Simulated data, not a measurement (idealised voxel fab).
Herein follows the process module entitled voxel transistor to metal.
Shown is cross-section cut, with a width of 300 nm and square cells of size 5 nm.
Reading order for cross-sections: top band down to bottom band. Underlying form: a grid of square cells. Band size: one or more rows of cells.
Within each band entry, the heights of the top and of the bottom of the band appear first, in that order and in nm; the materials of the band then follow from left to right, each with its corresponding width in nm. The designation "edge to edge" on a single material indicates that it fills the band from edge to edge; the designation "empty" indicates empty space.
Where do heights start? At 0: under that level the wafer as delivered is made of one material only. And the lowest band has no floor; it just carries on downward, as in "0 -> down".
Width: "30->40" (first number = top row, second number = bottom row, same change from row to row of cells).
What does "no change" mean for a step? It means no cell of the cross-section changed in that step.
So "Unvented internal voids" is basically the list of trapped voids: any empty space of 8 cells or more that can't reach the top through an opening. They're written width x height at distance, the distance being from the left edge, and it's all nm.
Whatever follows a step's settings on its line is a remark the simulator itself makes about that step.
For masked steps, "overlay nm" on the step line gives how far right of plan the mask actually lay; a minus sign means it lay to the left.
Structure of the following material. The material consists of pairs of cross-sections. Each pair comprises the cross-section before one process step and the cross-section after that step, the latter shown only down to the lowest band that changed. The step between the cross-sections is specified beneath each pair, including its settings. Pairs are not necessarily consecutive: they may derive from different runs of this module performed on the same starting wafer. Continuity with the pair above is to be assumed only where the entry headed "Pre-process state" of the pair in question states it.

[Pre-process state]
	0 -> down = Si edge to edge
	Unvented internal voids: none

[Resultant Cross-Section]
	0 -> -5 = SiO2 edge to edge
	below -5: unchanged
	Unvented internal voids: none
Formally, the process step situated between the two cross-sections above is OXIDIZE, depth nm 5

Pre-process state: Please consult the pair immediately above; the cross-section it shows after its step is the state before this step.

[Resultant Cross-Section]
	15 -> 0 = SiN edge to edge
	below 0: unchanged
	Unvented internal voids: none
Formally, the process step situated between the two cross-sections above is CONFORMAL_DEP, material SiN, thk nm 15

Pre-process state: Please consult the pair immediately above; the cross-section it shows after its step is the state before this step.

[Resultant Cross-Section]
	35 -> 15 = empty: 50 / resist: 90 / empty: 20 / resist: 90 / empty: 50
	below 15: unchanged
	Unvented internal voids: none
Formally, the process step situated between the two cross-sections above is PATTERN, tone cover, mask id ACTIVE, material resist, width nm 90, pitch nm 110, thk nm 20, overlay nm 0

Pre-process state: Please consult the pair immediately above; the cross-section it shows after its step is the state before this step.

[Resultant Cross-Section]
	35 -> 15 = empty: 50 / resist: 90 / empty: 20 / resist: 90 / empty: 50
	15 -> 0 = empty: 50 / SiN: 90 / empty: 20 / SiN: 90 / empty: 50
	below 0: unchanged
	Unvented internal voids: none
Formally, the process step situated between the two cross-sections above is DIRECTIONAL_ETCH, etch materials SiN, depth nm 15

Pre-process state: Please consult the pair immediately above; the cross-section it shows after its step is the state before this step.

[Resultant Cross-Section]
	35 -> 15 = empty: 50 / resist: 90 / empty: 20 / resist: 90 / empty: 50
	15 -> 0 = empty: 50 / SiN: 90 / empty: 20 / SiN: 90 / empty: 50
	0 -> -5 = empty: 50 / SiO2: 90 / empty: 20 / SiO2: 90 / empty: 50
	below -5: unchanged
	Unvented internal voids: none
Formally, the process step situated between the two cross-sections above is DIRECTIONAL_ETCH, etch materials SiO2, depth nm 5

Pre-process state: Please consult the pair immediately above; the cross-section it shows after its step is the state before this step.

[Resultant Cross-Section]
	35 -> 15 = empty: 50 / resist: 90 / empty: 20 / resist: 90 / empty: 50
	15 -> 0 = empty: 50 / SiN: 90 / empty: 20 / SiN: 90 / empty: 50
	0 -> -5 = empty: 50 / SiO2: 90 / empty: 20 / SiO2: 90 / empty: 50
	-5 -> -35 = empty: 50 / Si: 90 / empty: 20 / Si: 90 / empty: 50
	below -35: unchanged
	Unvented internal voids: none
Formally, the process step situated between the two cross-sections above is DIRECTIONAL_ETCH, etch materials Si, depth nm 30

Pre-process state: Please consult the pair immediately above; the cross-section it shows after its step is the state before this step.

[Resultant Cross-Section]
	15 -> 0 = empty: 50 / SiN: 90 / empty: 20 / SiN: 90 / empty: 50
	below 0: unchanged
	Unvented internal voids: none
Formally, the process step situated between the two cross-sections above is STRIP, etch materials resist

Pre-process state: Please consult the pair immediately above; the cross-section it shows after its step is the state before this step.

[Resultant Cross-Section]
	15 -> 0 = empty: 50 / SiN: 90 / empty: 20 / SiN: 90 / empty: 50
	0 -> -5 = empty: 50 / SiO2: 90 / empty: 20 / SiO2: 90 / empty: 50
	-5 -> -35 = empty: 50 / SiO2: 5 / Si: 80 / SiO2: 5 / empty: 20 / SiO2: 5 / Si: 80 / SiO2: 5 / empty: 50
	-35 -> -40 = SiO2: 55 / Si: 80 / SiO2: 30 / Si: 80 / SiO2: 55
	below -40: unchanged
	Unvented internal voids: none
Formally, the process step situated between the two cross-sections above is OXIDIZE, depth nm 5

Pre-process state: Please consult the pair immediately above; the cross-section it shows after its step is the state before this step.

[Resultant Cross-Section]
	25 -> 15 = SiO2 edge to edge
	15 -> 0 = SiO2: 50 / SiN: 90 / SiO2: 20 / SiN: 90 / SiO2: 50
	0 -> -5 = SiO2 edge to edge
	-5 -> -40 = SiO2: 55 / Si: 80 / SiO2: 30 / Si: 80 / SiO2: 55
	below -40: unchanged
	Unvented internal voids: none
Formally, the process step situated between the two cross-sections above is FILL_DEP, material SiO2, thk nm 10

Pre-process state: Please consult the pair immediately above; the cross-section it shows after its step is the state before this step.

[Resultant Cross-Section]
	15 -> 0 = SiO2: 50 / SiN: 90 / SiO2: 20 / SiN: 90 / SiO2: 50
	below 0: unchanged
	Unvented internal voids: none
Formally, the process step situated between the two cross-sections above is CMP, height nm 15

Pre-process state: Please consult the pair immediately above; the cross-section it shows after its step is the state before this step.

[Resultant Cross-Section]
	15 -> 10 = empty: 50 / SiN: 90 / empty: 20 / SiN: 90 / empty: 50
	below 10: unchanged
	Unvented internal voids: none
Formally, the process step situated between the two cross-sections above is SELECTIVE_ETCH, etch materials SiO2, depth nm 5

Pre-process state: Please consult the pair immediately above; the cross-section it shows after its step is the state before this step.

[Resultant Cross-Section]
	10 -> 0 = SiO2: 50 / empty: 90 / SiO2: 20 / empty: 90 / SiO2: 50
	below 0: unchanged
	Unvented internal voids: none
Formally, the process step situated between the two cross-sections above is STRIP, etch materials SiN

Pre-process state: Please consult the pair immediately above; the cross-section it shows after its step is the state before this step.

[Resultant Cross-Section]
	5 -> -5 = SiO2: 45 / empty: 100 / SiO2: 10 / empty: 100 / SiO2: 45
	below -5: unchanged
	Unvented internal voids: none
Formally, the process step situated between the two cross-sections above is SELECTIVE_ETCH, etch materials SiO2, depth nm 5

Pre-process state: Please consult the pair immediately above; the cross-section it shows after its step is the state before this step.

[Resultant Cross-Section]
	5 -> -5 = SiO2: 45 / empty: 100 / SiO2: 10 / empty: 100 / SiO2: 45
	-5 -> -10 = SiO2 edge to edge
	below -10: unchanged
	Unvented internal voids: none
Formally, the process step situated between the two cross-sections above is OXIDIZE, depth nm 5

Pre-process state: Please consult the pair immediately above; the cross-section it shows after its step is the state before this step.

[Resultant Cross-Section]
	35 -> 25 = polySi: 45 / empty: 100 / polySi: 10 / empty: 100 / polySi: 45
	25 -> 5 = polySi edge to edge
	5 -> -5 = SiO2: 45 / polySi: 100 / SiO2: 10 / polySi: 100 / SiO2: 45
	below -5: unchanged
	Unvented internal voids: none
Formally, the process step situated between the two cross-sections above is DIRECTIONAL_DEP, material polySi, thk nm 30

Pre-process state: Please consult the pair immediately above; the cross-section it shows after its step is the state before this step.

[Resultant Cross-Section]
	45 -> 35 = SiCN: 45 / empty: 100 / SiCN: 10 / empty: 100 / SiCN: 45
	35 -> 25 = polySi: 45 / SiCN: 100 / polySi: 10 / SiCN: 100 / polySi: 45
	below 25: unchanged
	Unvented internal voids: none
Formally, the process step situated between the two cross-sections above is DIRECTIONAL_DEP, material SiCN, thk nm 10

Pre-process state: Please consult the pair immediately above; the cross-section it shows after its step is the state before this step.

[Resultant Cross-Section]
	35 -> 25 = polySi: 45 / empty: 40 / SiCN: 20 / empty: 40 / polySi: 10 / empty: 40 / SiCN: 20 / empty: 40 / polySi: 45
	below 25: unchanged
	Unvented internal voids: none
Formally, the process step situated between the two cross-sections above is MASKED_ETCH, tone cover, mask id GATE, width nm 20, pitch nm 110, etch materials SiCN, depth nm 20, overlay nm 0

Pre-process state: Please consult the pair immediately above; the cross-section it shows after its step is the state before this step.

[Resultant Cross-Section]
	35 -> 25 = empty: 85 / SiCN: 20 / empty: 90 / SiCN: 20 / empty: 85
	25 -> 5 = empty: 85 / polySi: 20 / empty: 90 / polySi: 20 / empty: 85
	5 -> -5 = SiO2: 45 / empty: 40 / polySi: 20 / empty: 40 / SiO2: 10 / empty: 40 / polySi: 20 / empty: 40 / SiO2: 45
	below -5: unchanged
	Unvented internal voids: none
Formally, the process step situated between the two cross-sections above is MASKED_ETCH, tone cover, mask id GATE, width nm 20, pitch nm 110, etch materials polySi, depth nm 40, overlay nm 0

Pre-process state: Please consult the pair immediately above; the cross-section it shows after its step is the state before this step.

[Resultant Cross-Section]
	40 -> 35 = empty: 80 / SiO2: 30 / empty: 80 / SiO2: 30 / empty: 80
	35 -> 25 = empty: 80 / SiO2: 5 / SiCN: 20 / SiO2: 5 / empty: 80 / SiO2: 5 / SiCN: 20 / SiO2: 5 / empty: 80
	25 -> 10 = empty: 80 / SiO2: 5 / polySi: 20 / SiO2: 5 / empty: 80 / SiO2: 5 / polySi: 20 / SiO2: 5 / empty: 80
	10 -> 0 = SiO2: 50 / empty: 30 / SiO2: 5 / polySi: 20 / SiO2: 5 / empty: 30 / SiO2: 20 / empty: 30 / SiO2: 5 / polySi: 20 / SiO2: 5 / empty: 30 / SiO2: 50
	0 -> -5 = SiO2: 85 / polySi: 20 / SiO2: 90 / polySi: 20 / SiO2: 85
	below -5: unchanged
	Unvented internal voids: none
Formally, the process step situated between the two cross-sections above is CONFORMAL_DEP, material SiO2, thk nm 5

Pre-process state: Please consult the pair immediately above; the cross-section it shows after its step is the state before this step.

[Resultant Cross-Section]
	35 -> 25 = empty: 80 / SiO2: 5 / SiCN: 20 / SiO2: 5 / empty: 80 / SiO2: 5 / SiCN: 20 / SiO2: 5 / empty: 80
	25 -> 5 = empty: 80 / SiO2: 5 / polySi: 20 / SiO2: 5 / empty: 80 / SiO2: 5 / polySi: 20 / SiO2: 5 / empty: 80
	5 -> -5 = SiO2: 50 / empty: 30 / SiO2: 5 / polySi: 20 / SiO2: 5 / empty: 30 / SiO2: 20 / empty: 30 / SiO2: 5 / polySi: 20 / SiO2: 5 / empty: 30 / SiO2: 50
	below -5: unchanged
	Unvented internal voids: none
Formally, the process step situated between the two cross-sections above is DIRECTIONAL_ETCH, etch materials SiO2, depth nm 5

Pre-process state: Please consult the pair immediately above; the cross-section it shows after its step is the state before this step.

[Resultant Cross-Section]
	40 -> 35 = empty: 75 / SiN: 40 / empty: 70 / SiN: 40 / empty: 75
	35 -> 25 = empty: 75 / SiN: 5 / SiO2: 5 / SiCN: 20 / SiO2: 5 / SiN: 5 / empty: 70 / SiN: 5 / SiO2: 5 / SiCN: 20 / SiO2: 5 / SiN: 5 / empty: 75
	25 -> 10 = empty: 75 / SiN: 5 / SiO2: 5 / polySi: 20 / SiO2: 5 / SiN: 5 / empty: 70 / SiN: 5 / SiO2: 5 / polySi: 20 / SiO2: 5 / SiN: 5 / empty: 75
	10 -> 5 = SiN: 55 / empty: 20 / SiN: 5 / SiO2: 5 / polySi: 20 / SiO2: 5 / SiN: 5 / empty: 20 / SiN: 30 / empty: 20 / SiN: 5 / SiO2: 5 / polySi: 20 / SiO2: 5 / SiN: 5 / empty: 20 / SiN: 55
	5 -> 0 = SiO2: 50 / SiN: 5 / empty: 20 / SiN: 5 / SiO2: 5 / polySi: 20 / SiO2: 5 / SiN: 5 / empty: 20 / SiN: 5 / SiO2: 20 / SiN: 5 / empty: 20 / SiN: 5 / SiO2: 5 / polySi: 20 / SiO2: 5 / SiN: 5 / empty: 20 / SiN: 5 / SiO2: 50
	0 -> -5 = SiO2: 50 / SiN: 30 / SiO2: 5 / polySi: 20 / SiO2: 5 / SiN: 30 / SiO2: 20 / SiN: 30 / SiO2: 5 / polySi: 20 / SiO2: 5 / SiN: 30 / SiO2: 50
	below -5: unchanged
	Unvented internal voids: none
Formally, the process step situated between the two cross-sections above is CONFORMAL_DEP, material SiN, thk nm 5

Pre-process state: Please consult the pair immediately above; the cross-section it shows after its step is the state before this step.

[Resultant Cross-Section]
	35 -> 25 = empty: 75 / SiN: 5 / SiO2: 5 / SiCN: 20 / SiO2: 5 / SiN: 5 / empty: 70 / SiN: 5 / SiO2: 5 / SiCN: 20 / SiO2: 5 / SiN: 5 / empty: 75
	25 -> 5 = empty: 75 / SiN: 5 / SiO2: 5 / polySi: 20 / SiO2: 5 / SiN: 5 / empty: 70 / SiN: 5 / SiO2: 5 / polySi: 20 / SiO2: 5 / SiN: 5 / empty: 75
	5 -> -5 = SiO2: 50 / SiN: 5 / empty: 20 / SiN: 5 / SiO2: 5 / polySi: 20 / SiO2: 5 / SiN: 5 / empty: 20 / SiN: 5 / SiO2: 20 / SiN: 5 / empty: 20 / SiN: 5 / SiO2: 5 / polySi: 20 / SiO2: 5 / SiN: 5 / empty: 20 / SiN: 5 / SiO2: 50
	below -5: unchanged
	Unvented internal voids: none
Formally, the process step situated between the two cross-sections above is DIRECTIONAL_ETCH, etch materials SiN, depth nm 5

Pre-process state: Please consult the pair immediately above; the cross-section it shows after its step is the state before this step.

[Resultant Cross-Section]
	35 -> 30 = empty: 75 / SiN: 5 / empty: 5 / SiCN: 20 / empty: 5 / SiN: 5 / empty: 70 / SiN: 5 / empty: 5 / SiCN: 20 / empty: 5 / SiN: 5 / empty: 75
	30 -> 25 = empty: 75 / SiN: 5 / SiO2: 5 / SiCN: 20 / SiO2: 5 / SiN: 5 / empty: 70 / SiN: 5 / SiO2: 5 / SiCN: 20 / SiO2: 5 / SiN: 5 / empty: 75
	25 -> 5 = empty: 75 / SiN: 5 / SiO2: 5 / polySi: 20 / SiO2: 5 / SiN: 5 / empty: 70 / SiN: 5 / SiO2: 5 / polySi: 20 / SiO2: 5 / SiN: 5 / empty: 75
	5 -> 0 = empty: 50 / SiN: 5 / empty: 20 / SiN: 5 / SiO2: 5 / polySi: 20 / SiO2: 5 / SiN: 5 / empty: 20 / SiN: 5 / empty: 20 / SiN: 5 / empty: 20 / SiN: 5 / SiO2: 5 / polySi: 20 / SiO2: 5 / SiN: 5 / empty: 20 / SiN: 5 / empty: 50
	0 -> -5 = SiO2: 50 / SiN: 5 / empty: 20 / SiN: 5 / SiO2: 5 / polySi: 20 / SiO2: 5 / SiN: 5 / empty: 20 / SiN: 5 / SiO2: 20 / SiN: 5 / empty: 20 / SiN: 5 / SiO2: 5 / polySi: 20 / SiO2: 5 / SiN: 5 / empty: 20 / SiN: 5 / SiO2: 50
	-5 -> -10 = SiO2: 55 / empty: 20 / SiO2: 40 / empty: 20 / SiO2: 30 / empty: 20 / SiO2: 40 / empty: 20 / SiO2: 55
	below -10: unchanged
	Unvented internal voids: none
Formally, the process step situated between the two cross-sections above is DIRECTIONAL_ETCH, etch materials SiO2, depth nm 5

Pre-process state: Please consult the pair immediately above; the cross-section it shows after its step is the state before this step.

[Resultant Cross-Section]
	35 -> 30 = empty: 75 / SiN: 5 / empty: 5 / SiCN: 20 / empty: 5 / SiN: 5 / empty: 70 / SiN: 5 / empty: 5 / SiCN: 20 / empty: 5 / SiN: 5 / empty: 75
	30 -> 25 = empty: 75 / SiN: 5 / SiO2: 5 / SiCN: 20 / SiO2: 5 / SiN: 5 / empty: 70 / SiN: 5 / SiO2: 5 / SiCN: 20 / SiO2: 5 / SiN: 5 / empty: 75
	25 -> 5 = empty: 75 / SiN: 5 / SiO2: 5 / polySi: 20 / SiO2: 5 / SiN: 5 / empty: 70 / SiN: 5 / SiO2: 5 / polySi: 20 / SiO2: 5 / SiN: 5 / empty: 75
	5 -> 0 = empty: 50 / SiN: 5 / empty: 20 / SiN: 5 / SiO2: 5 / polySi: 20 / SiO2: 5 / SiN: 5 / empty: 20 / SiN: 5 / empty: 20 / SiN: 5 / empty: 20 / SiN: 5 / SiO2: 5 / polySi: 20 / SiO2: 5 / SiN: 5 / empty: 20 / SiN: 5 / empty: 50
	0 -> -5 = SiO2: 50 / SiN: 5 / empty: 20 / SiN: 5 / SiO2: 5 / polySi: 20 / SiO2: 5 / SiN: 5 / empty: 20 / SiN: 5 / SiO2: 20 / SiN: 5 / empty: 20 / SiN: 5 / SiO2: 5 / polySi: 20 / SiO2: 5 / SiN: 5 / empty: 20 / SiN: 5 / SiO2: 50
	-5 -> -10 = SiO2: 55 / empty: 20 / SiO2: 40 / empty: 20 / SiO2: 30 / empty: 20 / SiO2: 40 / empty: 20 / SiO2: 55
	-10 -> -25 = SiO2: 55 / empty: 20 / Si: 40 / empty: 20 / SiO2: 30 / empty: 20 / Si: 40 / empty: 20 / SiO2: 55
	below -25: unchanged
	Unvented internal voids: none
Formally, the process step situated between the two cross-sections above is DIRECTIONAL_ETCH, etch materials Si, depth nm 15

Pre-process state: Please consult the pair immediately above; the cross-section it shows after its step is the state before this step.

[Resultant Cross-Section]
	35 -> 30 = empty: 75 / SiN: 5 / empty: 5 / SiCN: 20 / empty: 5 / SiN: 5 / empty: 70 / SiN: 5 / empty: 5 / SiCN: 20 / empty: 5 / SiN: 5 / empty: 75
	30 -> 25 = empty: 75 / SiN: 5 / SiO2: 5 / SiCN: 20 / SiO2: 5 / SiN: 5 / empty: 70 / SiN: 5 / SiO2: 5 / SiCN: 20 / SiO2: 5 / SiN: 5 / empty: 75
	25 -> 5 = empty: 75 / SiN: 5 / SiO2: 5 / polySi: 20 / SiO2: 5 / SiN: 5 / empty: 70 / SiN: 5 / SiO2: 5 / polySi: 20 / SiO2: 5 / SiN: 5 / empty: 75
	5 -> 0 = empty: 50 / SiN: 5 / empty: 5 / SiGe: 15 / SiN: 5 / SiO2: 5 / polySi: 20 / SiO2: 5 / SiN: 5 / SiGe: 15 / empty: 5 / SiN: 5 / empty: 20 / SiN: 5 / empty: 5 / SiGe: 15 / SiN: 5 / SiO2: 5 / polySi: 20 / SiO2: 5 / SiN: 5 / SiGe: 15 / empty: 5 / SiN: 5 / empty: 50
	0 -> -5 = SiO2: 50 / SiN: 5 / empty: 5 / SiGe: 15 / SiN: 5 / SiO2: 5 / polySi: 20 / SiO2: 5 / SiN: 5 / SiGe: 15 / empty: 5 / SiN: 5 / SiO2: 20 / SiN: 5 / empty: 5 / SiGe: 15 / SiN: 5 / SiO2: 5 / polySi: 20 / SiO2: 5 / SiN: 5 / SiGe: 15 / empty: 5 / SiN: 5 / SiO2: 50
	-5 -> -10 = SiO2: 55 / empty: 5 / SiGe: 15 / SiO2: 40 / SiGe: 15 / empty: 5 / SiO2: 30 / empty: 5 / SiGe: 15 / SiO2: 40 / SiGe: 15 / empty: 5 / SiO2: 55
	-10 -> -25 = SiO2: 55 / SiGe: 20 / Si: 40 / SiGe: 20 / SiO2: 30 / SiGe: 20 / Si: 40 / SiGe: 20 / SiO2: 55
	below -25: unchanged
	Unvented internal voids: none
Formally, the process step situated between the two cross-sections above is EPI, material SiGe, thk nm 15

Pre-process state: Please consult the pair immediately above; the cross-section it shows after its step is the state before this step.

[Resultant Cross-Section]
	40 -> 35 = SiO2 edge to edge
	35 -> 25 = SiO2: 75 / SiN: 5 / SiO2: 5 / SiCN: 20 / SiO2: 5 / SiN: 5 / SiO2: 70 / SiN: 5 / SiO2: 5 / SiCN: 20 / SiO2: 5 / SiN: 5 / SiO2: 75
	25 -> 5 = SiO2: 75 / SiN: 5 / SiO2: 5 / polySi: 20 / SiO2: 5 / SiN: 5 / SiO2: 70 / SiN: 5 / SiO2: 5 / polySi: 20 / SiO2: 5 / SiN: 5 / SiO2: 75
	5 -> -5 = SiO2: 50 / SiN: 5 / SiO2: 5 / SiGe: 15 / SiN: 5 / SiO2: 5 / polySi: 20 / SiO2: 5 / SiN: 5 / SiGe: 15 / SiO2: 5 / SiN: 5 / SiO2: 20 / SiN: 5 / SiO2: 5 / SiGe: 15 / SiN: 5 / SiO2: 5 / polySi: 20 / SiO2: 5 / SiN: 5 / SiGe: 15 / SiO2: 5 / SiN: 5 / SiO2: 50
	-5 -> -10 = SiO2: 60 / SiGe: 15 / SiO2: 40 / SiGe: 15 / SiO2: 40 / SiGe: 15 / SiO2: 40 / SiGe: 15 / SiO2: 60
	below -10: unchanged
	Unvented internal voids: none
Formally, the process step situated between the two cross-sections above is FILL_DEP, material SiO2, thk nm 5

Pre-process state: Please consult the pair immediately above; the cross-section it shows after its step is the state before this step.

[Resultant Cross-Section]
	35 -> 25 = SiO2: 75 / SiN: 5 / SiO2: 5 / SiCN: 20 / SiO2: 5 / SiN: 5 / SiO2: 70 / SiN: 5 / SiO2: 5 / SiCN: 20 / SiO2: 5 / SiN: 5 / SiO2: 75
	below 25: unchanged
	Unvented internal voids: none
Formally, the process step situated between the two cross-sections above is CMP, height nm 35

Pre-process state: Please consult the pair immediately above; the cross-section it shows after its step is the state before this step.

[Resultant Cross-Section]
	45 -> 35 = SiO2 edge to edge
	below 35: unchanged
	Unvented internal voids: none
Formally, the process step situated between the two cross-sections above is DIRECTIONAL_DEP, material SiO2, thk nm 10

Pre-process state: Please consult the pair immediately above; the cross-section it shows after its step is the state before this step.

[Resultant Cross-Section]
	60 -> 45 = aC edge to edge
	below 45: unchanged
	Unvented internal voids: none
Formally, the process step situated between the two cross-sections above is DIRECTIONAL_DEP, material aC, thk nm 15

Pre-process state: Please consult the pair immediately above; the cross-section it shows after its step is the state before this step.

[Resultant Cross-Section]
	95 -> 60 = resist: 55 / empty: 15 / resist: 50 / empty: 15 / resist: 30 / empty: 15 / resist: 50 / empty: 15 / resist: 55
	below 60: unchanged
	Unvented internal voids: none
Formally, the process step situated between the two cross-sections above is PATTERN, tone open, mask id CONTACT, material resist, width nm 15, thk nm 35, overlay nm 0

Pre-process state: Please consult the pair immediately above; the cross-section it shows after its step is the state before this step.

[Resultant Cross-Section]
	80 -> 60 = resist: 55 / empty: 15 / resist: 50 / empty: 15 / resist: 30 / empty: 15 / resist: 50 / empty: 15 / resist: 55
	60 -> 45 = aC: 55 / empty: 15 / aC: 50 / empty: 15 / aC: 30 / empty: 15 / aC: 50 / empty: 15 / aC: 55
	below 45: unchanged
	Unvented internal voids: none
Formally, the process step situated between the two cross-sections above is DIRECTIONAL_ETCH, etch materials aC, depth nm 15

Pre-process state: Please consult the pair immediately above; the cross-section it shows after its step is the state before this step.

[Resultant Cross-Section]
	60 -> 45 = aC: 55 / empty: 15 / aC: 50 / empty: 15 / aC: 30 / empty: 15 / aC: 50 / empty: 15 / aC: 55
	below 45: unchanged
	Unvented internal voids: none
Formally, the process step situated between the two cross-sections above is STRIP, etch materials resist

Pre-process state: Please consult the pair immediately above; the cross-section it shows after its step is the state before this step.

[Resultant Cross-Section]
	60 -> 45 = aC: 55 / empty: 15 / aC: 50 / empty: 15 / aC: 30 / empty: 15 / aC: 50 / empty: 15 / aC: 55
	45 -> 35 = SiO2: 55 / empty: 15 / SiO2: 50 / empty: 15 / SiO2: 30 / empty: 15 / SiO2: 50 / empty: 15 / SiO2: 55
	35 -> 25 = SiO2: 55 / empty: 15 / SiO2: 5 / SiN: 5 / SiO2: 5 / SiCN: 20 / SiO2: 5 / SiN: 5 / SiO2: 5 / empty: 15 / SiO2: 30 / empty: 15 / SiO2: 5 / SiN: 5 / SiO2: 5 / SiCN: 20 / SiO2: 5 / SiN: 5 / SiO2: 5 / empty: 15 / SiO2: 55
	25 -> 5 = SiO2: 55 / empty: 15 / SiO2: 5 / SiN: 5 / SiO2: 5 / polySi: 20 / SiO2: 5 / SiN: 5 / SiO2: 5 / empty: 15 / SiO2: 30 / empty: 15 / SiO2: 5 / SiN: 5 / SiO2: 5 / polySi: 20 / SiO2: 5 / SiN: 5 / SiO2: 5 / empty: 15 / SiO2: 55
	5 -> -5 = SiO2: 50 / SiN: 5 / empty: 5 / SiGe: 15 / SiN: 5 / SiO2: 5 / polySi: 20 / SiO2: 5 / SiN: 5 / SiGe: 15 / empty: 5 / SiN: 5 / SiO2: 20 / SiN: 5 / empty: 5 / SiGe: 15 / SiN: 5 / SiO2: 5 / polySi: 20 / SiO2: 5 / SiN: 5 / SiGe: 15 / empty: 5 / SiN: 5 / SiO2: 50
	-5 -> -10 = SiO2: 55 / empty: 5 / SiGe: 15 / SiO2: 40 / SiGe: 15 / empty: 5 / SiO2: 30 / empty: 5 / SiGe: 15 / SiO2: 40 / SiGe: 15 / empty: 5 / SiO2: 55
	below -10: unchanged
	Unvented internal voids: none
Formally, the process step situated between the two cross-sections above is DIRECTIONAL_ETCH, etch materials SiO2, depth nm 55

Pre-process state: Please consult the pair immediately above; the cross-section it shows after its step is the state before this step.

[Resultant Cross-Section]
	45 -> 35 = SiO2: 55 / empty: 15 / SiO2: 50 / empty: 15 / SiO2: 30 / empty: 15 / SiO2: 50 / empty: 15 / SiO2: 55
	below 35: unchanged
	Unvented internal voids: none
Formally, the process step situated between the two cross-sections above is STRIP, etch materials aC

Pre-process state: Please consult the pair immediately above; the cross-section it shows after its step is the state before this step.

[Resultant Cross-Section]
	50 -> 45 = TiN: 60 / empty: 5 / TiN: 60 / empty: 5 / TiN: 40 / empty: 5 / TiN: 60 / empty: 5 / TiN: 60
	45 -> 35 = SiO2: 55 / TiN: 5 / empty: 5 / TiN: 5 / SiO2: 50 / TiN: 5 / empty: 5 / TiN: 5 / SiO2: 30 / TiN: 5 / empty: 5 / TiN: 5 / SiO2: 50 / TiN: 5 / empty: 5 / TiN: 5 / SiO2: 55
	35 -> 25 = SiO2: 55 / TiN: 5 / empty: 5 / TiN: 5 / SiO2: 5 / SiN: 5 / SiO2: 5 / SiCN: 20 / SiO2: 5 / SiN: 5 / SiO2: 5 / TiN: 5 / empty: 5 / TiN: 5 / SiO2: 30 / TiN: 5 / empty: 5 / TiN: 5 / SiO2: 5 / SiN: 5 / SiO2: 5 / SiCN: 20 / SiO2: 5 / SiN: 5 / SiO2: 5 / TiN: 5 / empty: 5 / TiN: 5 / SiO2: 55
	25 -> 10 = SiO2: 55 / TiN: 5 / empty: 5 / TiN: 5 / SiO2: 5 / SiN: 5 / SiO2: 5 / polySi: 20 / SiO2: 5 / SiN: 5 / SiO2: 5 / TiN: 5 / empty: 5 / TiN: 5 / SiO2: 30 / TiN: 5 / empty: 5 / TiN: 5 / SiO2: 5 / SiN: 5 / SiO2: 5 / polySi: 20 / SiO2: 5 / SiN: 5 / SiO2: 5 / TiN: 5 / empty: 5 / TiN: 5 / SiO2: 55
	10 -> 5 = SiO2: 55 / TiN: 15 / SiO2: 5 / SiN: 5 / SiO2: 5 / polySi: 20 / SiO2: 5 / SiN: 5 / SiO2: 5 / TiN: 15 / SiO2: 30 / TiN: 15 / SiO2: 5 / SiN: 5 / SiO2: 5 / polySi: 20 / SiO2: 5 / SiN: 5 / SiO2: 5 / TiN: 15 / SiO2: 55
	5 -> -5 = SiO2: 50 / SiN: 5 / TiN: 5 / SiGe: 15 / SiN: 5 / SiO2: 5 / polySi: 20 / SiO2: 5 / SiN: 5 / SiGe: 15 / TiN: 5 / SiN: 5 / SiO2: 20 / SiN: 5 / TiN: 5 / SiGe: 15 / SiN: 5 / SiO2: 5 / polySi: 20 / SiO2: 5 / SiN: 5 / SiGe: 15 / TiN: 5 / SiN: 5 / SiO2: 50
	-5 -> -10 = SiO2: 55 / TiN: 5 / SiGe: 15 / SiO2: 40 / SiGe: 15 / TiN: 5 / SiO2: 30 / TiN: 5 / SiGe: 15 / SiO2: 40 / SiGe: 15 / TiN: 5 / SiO2: 55
	below -10: unchanged
	Unvented internal voids: none
Formally, the process step situated between the two cross-sections above is CONFORMAL_DEP, material TiN, thk nm 5

Pre-process state: Please consult the pair immediately above; the cross-section it shows after its step is the state before this step.

[Resultant Cross-Section]
	55 -> 50 = W edge to edge
	50 -> 45 = TiN: 60 / W: 5 / TiN: 60 / W: 5 / TiN: 40 / W: 5 / TiN: 60 / W: 5 / TiN: 60
	45 -> 35 = SiO2: 55 / TiN: 5 / W: 5 / TiN: 5 / SiO2: 50 / TiN: 5 / W: 5 / TiN: 5 / SiO2: 30 / TiN: 5 / W: 5 / TiN: 5 / SiO2: 50 / TiN: 5 / W: 5 / TiN: 5 / SiO2: 55
	35 -> 25 = SiO2: 55 / TiN: 5 / W: 5 / TiN: 5 / SiO2: 5 / SiN: 5 / SiO2: 5 / SiCN: 20 / SiO2: 5 / SiN: 5 / SiO2: 5 / TiN: 5 / W: 5 / TiN: 5 / SiO2: 30 / TiN: 5 / W: 5 / TiN: 5 / SiO2: 5 / SiN: 5 / SiO2: 5 / SiCN: 20 / SiO2: 5 / SiN: 5 / SiO2: 5 / TiN: 5 / W: 5 / TiN: 5 / SiO2: 55
	25 -> 10 = SiO2: 55 / TiN: 5 / W: 5 / TiN: 5 / SiO2: 5 / SiN: 5 / SiO2: 5 / polySi: 20 / SiO2: 5 / SiN: 5 / SiO2: 5 / TiN: 5 / W: 5 / TiN: 5 / SiO2: 30 / TiN: 5 / W: 5 / TiN: 5 / SiO2: 5 / SiN: 5 / SiO2: 5 / polySi: 20 / SiO2: 5 / SiN: 5 / SiO2: 5 / TiN: 5 / W: 5 / TiN: 5 / SiO2: 55
	below 10: unchanged
	Unvented internal voids: none
Formally, the process step situated between the two cross-sections above is FILL_DEP, material W, thk nm 5

Pre-process state: Please consult the pair immediately above; the cross-section it shows after its step is the state before this step.

[Resultant Cross-Section]
	45 -> 35 = SiO2: 55 / TiN: 5 / W: 5 / TiN: 5 / SiO2: 50 / TiN: 5 / W: 5 / TiN: 5 / SiO2: 30 / TiN: 5 / W: 5 / TiN: 5 / SiO2: 50 / TiN: 5 / W: 5 / TiN: 5 / SiO2: 55
	below 35: unchanged
	Unvented internal voids: none
Formally, the process step situated between the two cross-sections above is CMP, height nm 45

Pre-process state: Please consult the pair immediately above; the cross-section it shows after its step is the state before this step.

[Resultant Cross-Section]
	50 -> 45 = TiN edge to edge
	below 45: unchanged
	Unvented internal voids: none
Formally, the process step situated between the two cross-sections above is DIRECTIONAL_DEP, material TiN, thk nm 5
